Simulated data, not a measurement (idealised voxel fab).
You're looking at the process module voxel spacer lines.
The figure presents cross-section cut, which has a width of 210 nm and is divided into square cells with an edge length of 5 nm.
Throughout this document, each cross-section is represented as a grid of square cells and is presented as a sequence of bands enumerated from the top downward, where a band comprises one or more rows of cells. For a band, the entry starts with two heights in nm, that of the top and then that of the bottom, and carries on with the band's materials in order from left to right, each alongside its width in nm; the word "throughout" beside a single material means it fills the band edge to edge, and "blank" means empty space. Heights from 0 (as-received wafer is one material below). Bottom band endless downward, as "0 -> down". A width given as "30->40" starts at the first number in the band's top row and ends at the second number in its bottom row, shifting by an equal amount at every step from row to row. "nothing changed" -> step changed no cross-section cell. Under "Closed cavity list" you'll find the enclosed gaps, the ones with no way out to the top, that are 8 cells or bigger; each reads width x height at distance, with distance counted from the left edge, everything in nm. That trailing text on a step's line, after the settings, is the simulator's own remark on the step. For masked steps, "overlay nm" on the step line gives how far right of plan the mask actually lay; a minus sign means it lay to the left.
**Steps planned for the process**
step 1: RECEIVE (material Si)
step 2: CONFORMAL_DEP (material Al2O3; thk nm 5)
step 3: DIRECTIONAL_DEP (material polySi; thk nm 20)
step 4: DIRECTIONAL_DEP (material aC; thk nm 30)
step 5: PATTERN (tone cover; mask id MANDREL; material resist; width nm 25; pitch nm 70; thk nm 40; overlay nm 0)
step 6: DIRECTIONAL_ETCH (etch materials aC; depth nm 30)
step 7: STRIP (etch materials resist)
step 8: CONFORMAL_DEP (material SiN; thk nm 10)
step 9: DIRECTIONAL_ETCH (etch materials SiN; depth nm 10)
step 10: STRIP (etch materials aC)
step 11: DIRECTIONAL_ETCH (etch materials polySi; depth nm 20)
step 12: STRIP (etch materials SiN)
step 13: FILL_DEP (material SiO2; thk nm 5)
step 14: CMP (height nm 25)
**Cross-section of the wafer as it came to us, i.e., already through step 1**
	0 -> down  Si throughout
	Closed cavity list: none
**Run as planned - first of the two wafers cross-sectioned at the end of the module**
	25 -> 5  45 SiO2 / 10 polySi / 25 SiO2 / 10 polySi / 25 SiO2 / 10 polySi / 25 SiO2 / 10 polySi / 50 SiO2
	5 -> 0  Al2O3 throughout
	0 -> down  Si throughout
	Closed cavity list: none
**Wafer two cross-section, module end. Start and plan unchanged from wafer one; one mistake made during the run**
	25 -> 5  45 SiO2 / 10 polySi / 25 SiO2 / 10 polySi / 25 SiO2 / 10 polySi / 25 SiO2 / 10 polySi / 50 SiO2
	5 -> 0  polySi throughout
	0 -> down  Si throughout
	Closed cavity list: none
Short version of what went wrong: step 2 was processed under conditions differing from the plan, specifically as CONFORMAL_DEP (material polySi; thk nm 5)
Count the cells at the end and the second wafer has more or fewer of some materials than the first: Al2O3 -42; polySi +42
